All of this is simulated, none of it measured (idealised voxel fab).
Name of the process module below: voxel self aligned vias
The cross-section shown here is cut; it is 265 nm wide and divided into square cells measuring 5 nm on a side.
Heads up, the way a cross-section reads in here is a grid of square cells, handed over as bands from the top down, with every band being one or more rows of cells. This entry defines a band. It first specifies the height of the band's top and the height of its bottom in nm, and then specifies the band's materials from left to right, stating each material with its width in nm. The word "everywhere" identifies a single material that fills the band from edge to edge, while the word "empty" identifies empty space. We count height from 0. Below that, the starting wafer is all one material. The lowest band never ends at the bottom but goes on down; see "z 0 and below" for how that is written. Top row gets the first number, bottom row gets the second, and each row in between changes by the same step: that is how a band width like "30 to 40" works. A step reported as "nothing got changed" is a step in which no cell of the cross-section changed. Basically, "Closed internal voids" tells you about the enclosed voids: empty spaces with no open way to the top, 8 cells or bigger, each written width x height at distance, where distance is from the left edge, all in nm. Text after the settings on a step's line: the simulator's own remark on that step. overlay nm, on a step with a mask: how far to the right of its planned place the mask lay; to the left if negative.

## Planned step list for the process
1. RECEIVE, material Si
2. CONFORMAL_DEP, material SiO2, thk nm 15
3. CONFORMAL_DEP, material SiCN, thk nm 5
4. DIRECTIONAL_DEP, material lowk, thk nm 25
5. DIRECTIONAL_DEP, material aC, thk nm 15
6. PATTERN, tone open, mask id LINES, material resist, width nm 20, pitch nm 60, thk nm 35, overlay nm 0
7. DIRECTIONAL_ETCH, etch materials aC, depth nm 15
8. STRIP, etch materials resist
9. DIRECTIONAL_ETCH, etch materials lowk, depth nm 25
10. STRIP, etch materials aC
11. CONFORMAL_DEP, material TiN, thk nm 5
12. FILL_DEP, material W, thk nm 5
13. CMP, height nm 45
14. SELECTIVE_ETCH, etch materials W Ru TiN, depth nm 10
15. FILL_DEP, material SiN, thk nm 10
16. CMP, height nm 45
17. DIRECTIONAL_DEP, material lowk, thk nm 15
18. DIRECTIONAL_DEP, material aC, thk nm 15
19. PATTERN, tone open, mask id VIAS, material resist, width nm 30, pitch nm 60, thk nm 35, overlay nm 0
20. DIRECTIONAL_ETCH, etch materials aC, depth nm 15
21. STRIP, etch materials resist
22. DIRECTIONAL_ETCH, etch materials lowk, depth nm 15
23. DIRECTIONAL_ETCH, etch materials SiN, depth nm 10
24. STRIP, etch materials aC
25. CONFORMAL_DEP, material TiN, thk nm 5
26. FILL_DEP, material W, thk nm 10
27. CMP, height nm 60
28. CONFORMAL_DEP, material SiN, thk nm 5

## First wafer of two (run as planned)

## Incoming wafer in cross-section (state: after step 1)
	z 0 and below = Si everywhere
	Closed internal voids: none

## Cross-section: wafer state after step 2
	z 15 to 0 = SiO2 everywhere
	All layers under 0 are left as they were.

## Cross-section: wafer state after step 3
	z 20 to 15 = SiCN everywhere
	All layers under 15 are left as they were.

## Cross-section: wafer state after step 4
	z 45 to 20 = lowk everywhere
	All layers under 20 are left as they were.

## Cross-section: wafer state after step 5
	z 60 to 45 = aC everywhere
	All layers under 45 are left as they were.

## Cross-section: wafer state after step 6
	z 95 to 60 = resist=60; empty=20; resist=40; empty=20; resist=40; empty=20; resist=65
	All layers under 60 are left as they were.

## Cross-section: wafer state after step 7
	z 80 to 60 = resist=60; empty=20; resist=40; empty=20; resist=40; empty=20; resist=65
	z 60 to 45 = aC=60; empty=20; aC=40; empty=20; aC=40; empty=20; aC=65
	All layers under 45 are left as they were.

## Cross-section: wafer state after step 8
	z 60 to 45 = aC=60; empty=20; aC=40; empty=20; aC=40; empty=20; aC=65
	All layers under 45 are left as they were.

## Cross-section: wafer state after step 9
	z 60 to 45 = aC=60; empty=20; aC=40; empty=20; aC=40; empty=20; aC=65
	z 45 to 20 = lowk=60; empty=20; lowk=40; empty=20; lowk=40; empty=20; lowk=65
	All layers under 20 are left as they were.

## Cross-section: wafer state after step 10
	z 45 to 20 = lowk=60; empty=20; lowk=40; empty=20; lowk=40; empty=20; lowk=65
	All layers under 20 are left as they were.

## Cross-section: wafer state after step 11
	z 50 to 45 = TiN=65; empty=10; TiN=50; empty=10; TiN=50; empty=10; TiN=70
	z 45 to 25 = lowk=60; TiN=5; empty=10; TiN=5; lowk=40; TiN=5; empty=10; TiN=5; lowk=40; TiN=5; empty=10; TiN=5; lowk=65
	z 25 to 20 = lowk=60; TiN=20; lowk=40; TiN=20; lowk=40; TiN=20; lowk=65
	All layers under 20 are left as they were.

## Cross-section: wafer state after step 12
	z 55 to 50 = W everywhere
	z 50 to 45 = TiN=65; W=10; TiN=50; W=10; TiN=50; W=10; TiN=70
	z 45 to 25 = lowk=60; TiN=5; W=10; TiN=5; lowk=40; TiN=5; W=10; TiN=5; lowk=40; TiN=5; W=10; TiN=5; lowk=65
	All layers under 25 are left as they were.

## Cross-section: wafer state after step 13
	z 45 to 25 = lowk=60; TiN=5; W=10; TiN=5; lowk=40; TiN=5; W=10; TiN=5; lowk=40; TiN=5; W=10; TiN=5; lowk=65
	All layers under 25 are left as they were.

## Cross-section: wafer state after step 14
	z 45 to 35 = lowk=60; empty=20; lowk=40; empty=20; lowk=40; empty=20; lowk=65
	All layers under 35 are left as they were.

## Cross-section: wafer state after step 15
	z 55 to 45 = SiN everywhere
	z 45 to 35 = lowk=60; SiN=20; lowk=40; SiN=20; lowk=40; SiN=20; lowk=65
	All layers under 35 are left as they were.

## Cross-section: wafer state after step 16
	z 45 to 35 = lowk=60; SiN=20; lowk=40; SiN=20; lowk=40; SiN=20; lowk=65
	All layers under 35 are left as they were.

## Cross-section: wafer state after step 17
	z 60 to 45 = lowk everywhere
	All layers under 45 are left as they were.

## Cross-section: wafer state after step 18
	z 75 to 60 = aC everywhere
	All layers under 60 are left as they were.

## Cross-section: wafer state after step 19
	z 110 to 75 = resist=55; empty=30; resist=30; empty=30; resist=30; empty=30; resist=60
	All layers under 75 are left as they were.

## Cross-section: wafer state after step 20
	z 95 to 75 = resist=55; empty=30; resist=30; empty=30; resist=30; empty=30; resist=60
	z 75 to 60 = aC=55; empty=30; aC=30; empty=30; aC=30; empty=30; aC=60
	All layers under 60 are left as they were.

## Cross-section: wafer state after step 21
	z 75 to 60 = aC=55; empty=30; aC=30; empty=30; aC=30; empty=30; aC=60
	All layers under 60 are left as they were.

## Cross-section: wafer state after step 22
	z 75 to 60 = aC=55; empty=30; aC=30; empty=30; aC=30; empty=30; aC=60
	z 60 to 45 = lowk=55; empty=30; lowk=30; empty=30; lowk=30; empty=30; lowk=60
	All layers under 45 are left as they were.

## Cross-section: wafer state after step 23
	z 75 to 60 = aC=55; empty=30; aC=30; empty=30; aC=30; empty=30; aC=60
	z 60 to 45 = lowk=55; empty=30; lowk=30; empty=30; lowk=30; empty=30; lowk=60
	z 45 to 35 = lowk=60; empty=20; lowk=40; empty=20; lowk=40; empty=20; lowk=65
	All layers under 35 are left as they were.

## Cross-section: wafer state after step 24
	z 60 to 45 = lowk=55; empty=30; lowk=30; empty=30; lowk=30; empty=30; lowk=60
	All layers under 45 are left as they were.

## Cross-section: wafer state after step 25
	z 65 to 60 = TiN=60; empty=20; TiN=40; empty=20; TiN=40; empty=20; TiN=65
	z 60 to 50 = lowk=55; TiN=5; empty=20; TiN=5; lowk=30; TiN=5; empty=20; TiN=5; lowk=30; TiN=5; empty=20; TiN=5; lowk=60
	z 50 to 40 = lowk=55 to 60; TiN=10 to 5; empty=10; TiN=10 to 5; lowk=30 to 40; TiN=10 to 5; empty=10; TiN=10 to 5; lowk=30 to 40; TiN=10 to 5; empty=10; TiN=10 to 5; lowk=60 to 65
	z 40 to 35 = lowk=60; TiN=20; lowk=40; TiN=20; lowk=40; TiN=20; lowk=65
	All layers under 35 are left as they were.

## Cross-section: wafer state after step 26
	z 75 to 65 = W everywhere
	z 65 to 60 = TiN=60; W=20; TiN=40; W=20; TiN=40; W=20; TiN=65
	z 60 to 50 = lowk=55; TiN=5; W=20; TiN=5; lowk=30; TiN=5; W=20; TiN=5; lowk=30; TiN=5; W=20; TiN=5; lowk=60
	z 50 to 40 = lowk=55 to 60; TiN=10 to 5; W=10; TiN=10 to 5; lowk=30 to 40; TiN=10 to 5; W=10; TiN=10 to 5; lowk=30 to 40; TiN=10 to 5; W=10; TiN=10 to 5; lowk=60 to 65
	All layers under 40 are left as they were.

## Cross-section: wafer state after step 27
	z 60 to 50 = lowk=55; TiN=5; W=20; TiN=5; lowk=30; TiN=5; W=20; TiN=5; lowk=30; TiN=5; W=20; TiN=5; lowk=60
	All layers under 50 are left as they were.

## Cross-section: wafer state after step 28
	z 65 to 60 = SiN everywhere
	All layers under 60 are left as they were.

## The second wafer was prepared from the same starting point and under the same plan as the first; its processing contained one mistake, and it remains indistinguishable from the first wafer up to and including step 2

## Look at the second wafer in cross-section at the time step 3 ought to have finished
	z 40 to 15 = lowk everywhere
	All layers under 15 are left as they were.

## Look at the second wafer in cross-section at the time step 4 ought to have finished
	z 45 to 40 = SiCN everywhere
	All layers under 40 are left as they were.

## Look at the second wafer in cross-section at the time step 5 ought to have finished
	z 60 to 45 = aC everywhere
	All layers under 45 are left as they were.

## Look at the second wafer in cross-section at the time step 6 ought to have finished
	z 95 to 60 = resist=60; empty=20; resist=40; empty=20; resist=40; empty=20; resist=65
	All layers under 60 are left as they were.

## Look at the second wafer in cross-section at the time step 7 ought to have finished
	z 80 to 60 = resist=60; empty=20; resist=40; empty=20; resist=40; empty=20; resist=65
	z 60 to 45 = aC=60; empty=20; aC=40; empty=20; aC=40; empty=20; aC=65
	All layers under 45 are left as they were.

## Look at the second wafer in cross-section at the time step 8 ought to have finished
	z 60 to 45 = aC=60; empty=20; aC=40; empty=20; aC=40; empty=20; aC=65
	All layers under 45 are left as they were.

Look at the second wafer in cross-section at the time step 9 ought to have finished: nothing got changed

## Look at the second wafer in cross-section at the time step 10 ought to have finished
	z 45 to 40 = SiCN everywhere
	All layers under 40 are left as they were.

## Look at the second wafer in cross-section at the time step 11 ought to have finished
	z 50 to 45 = TiN everywhere
	All layers under 45 are left as they were.

## Look at the second wafer in cross-section at the time step 12 ought to have finished
	z 55 to 50 = W everywhere
	All layers under 50 are left as they were.

## Look at the second wafer in cross-section at the time step 13 ought to have finished
	z 45 to 40 = SiCN everywhere
	All layers under 40 are left as they were.

Look at the second wafer in cross-section at the time step 14 ought to have finished: nothing got changed

## Look at the second wafer in cross-section at the time step 15 ought to have finished
	z 55 to 45 = SiN everywhere
	All layers under 45 are left as they were.

## Look at the second wafer in cross-section at the time step 16 ought to have finished
	z 45 to 40 = SiCN everywhere
	All layers under 40 are left as they were.

## Look at the second wafer in cross-section at the time step 17 ought to have finished
	z 60 to 45 = lowk everywhere
	All layers under 45 are left as they were.

## Look at the second wafer in cross-section at the time step 18 ought to have finished
	z 75 to 60 = aC everywhere
	All layers under 60 are left as they were.

## Look at the second wafer in cross-section at the time step 19 ought to have finished
	z 110 to 75 = resist=55; empty=30; resist=30; empty=30; resist=30; empty=30; resist=60
	All layers under 75 are left as they were.

## Look at the second wafer in cross-section at the time step 20 ought to have finished
	z 95 to 75 = resist=55; empty=30; resist=30; empty=30; resist=30; empty=30; resist=60
	z 75 to 60 = aC=55; empty=30; aC=30; empty=30; aC=30; empty=30; aC=60
	All layers under 60 are left as they were.

## Look at the second wafer in cross-section at the time step 21 ought to have finished
	z 75 to 60 = aC=55; empty=30; aC=30; empty=30; aC=30; empty=30; aC=60
	All layers under 60 are left as they were.

## Look at the second wafer in cross-section at the time step 22 ought to have finished
	z 75 to 60 = aC=55; empty=30; aC=30; empty=30; aC=30; empty=30; aC=60
	z 60 to 45 = lowk=55; empty=30; lowk=30; empty=30; lowk=30; empty=30; lowk=60
	All layers under 45 are left as they were.

Look at the second wafer in cross-section at the time step 23 ought to have finished: nothing got changed

## Look at the second wafer in cross-section at the time step 24 ought to have finished
	z 60 to 45 = lowk=55; empty=30; lowk=30; empty=30; lowk=30; empty=30; lowk=60
	All layers under 45 are left as they were.

## Look at the second wafer in cross-section at the time step 25 ought to have finished
	z 65 to 60 = TiN=60; empty=20; TiN=40; empty=20; TiN=40; empty=20; TiN=65
	z 60 to 50 = lowk=55; TiN=5; empty=20; TiN=5; lowk=30; TiN=5; empty=20; TiN=5; lowk=30; TiN=5; empty=20; TiN=5; lowk=60
	z 50 to 45 = lowk=55; TiN=30; lowk=30; TiN=30; lowk=30; TiN=30; lowk=60
	All layers under 45 are left as they were.

## Look at the second wafer in cross-section at the time step 26 ought to have finished
	z 75 to 65 = W everywhere
	z 65 to 60 = TiN=60; W=20; TiN=40; W=20; TiN=40; W=20; TiN=65
	z 60 to 50 = lowk=55; TiN=5; W=20; TiN=5; lowk=30; TiN=5; W=20; TiN=5; lowk=30; TiN=5; W=20; TiN=5; lowk=60
	All layers under 50 are left as they were.

## Look at the second wafer in cross-section at the time step 27 ought to have finished
	z 60 to 50 = lowk=55; TiN=5; W=20; TiN=5; lowk=30; TiN=5; W=20; TiN=5; lowk=30; TiN=5; W=20; TiN=5; lowk=60
	All layers under 50 are left as they were.

## Look at the second wafer in cross-section at the time step 28 ought to have finished
	z 65 to 60 = SiN everywhere
	All layers under 60 are left as they were.
The mistake made against the process plan was this: so 3 and 4 got swapped relative to the plan, each ran where the other was supposed to
End of process, cell counts, second wafer against first, materials with more or fewer: 36 fewer of TiN; 24 fewer of W; 60 more of lowk
